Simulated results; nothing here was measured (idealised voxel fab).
This section sets out a process module, namely voxel spacer lines.
Cross-sectional view cut (width: 220 nm; square cell size: 5 nm).
In what follows, cross-sections appear as grids of square cells, described through bands that run from the top down, where every band is one or more rows of cells.
Top height, bottom height, nm. Materials left to right, width each, nm. Single material + "all across" = fills band edge to edge. "air" = empty.
Ref level 0: as-received wafer is one material below here. Bottom band extends down with no lower bound ("top 0, no bottom").
With a width like "30..40", each row of cells in the band differs from the next by the same amount, the top row carrying the first number and the bottom row the second.
"all unchanged" after a step means that no cell of the cross-section changed.
The label "Unvented voids" introduces a list of the empty spaces, 8 cells or larger, that have no open way up to the top; each entry in it reads width x height at distance, where the distance is taken from the left edge and all three are stated in nm.
Post-settings text on a step line: simulator's own remark regarding the step.
overlay nm: mask offset rightward from planned place, masked step; negative means leftward offset.
## Process steps foreseen in the plan
1 RECEIVE: material Si
2 CONFORMAL_DEP: material Al2O3, thk nm 5
3 DIRECTIONAL_DEP: material SiN, thk nm 15
4 DIRECTIONAL_DEP: material polySi, thk nm 25
5 PATTERN: tone cover, mask id MANDREL, material resist, width nm 20, pitch nm 70, thk nm 35, overlay nm 0
6 DIRECTIONAL_ETCH: etch materials polySi, depth nm 25
7 STRIP: etch materials resist
8 CONFORMAL_DEP: material SiO2, thk nm 15
9 DIRECTIONAL_ETCH: etch materials SiO2, depth nm 15
10 STRIP: etch materials polySi
11 DIRECTIONAL_ETCH: etch materials SiN, depth nm 15
12 STRIP: etch materials SiO2
13 FILL_DEP: material lowk, thk nm 10
14 CMP: height nm 20
## Incoming wafer in cross-section (state: after step 1)
- top 0, no bottom = Si all across
- Unvented voids: none
## Starting wafer: above. Plan: above. Run: one mistake. Cross-section after the module: below
- top 20, bottom 5 = lowk: 55, SiN: 10, lowk: 20, SiN: 10, lowk: 30, SiN: 10, lowk: 20, SiN: 10, lowk: 55
- top 5, bottom 0 = Al2O3 all across
- top 0, no bottom = Si all across
- Unvented voids: none
Where did the run depart from the plan? not per plan at step 8, really ran CONFORMAL_DEP: material SiO2, thk nm 10
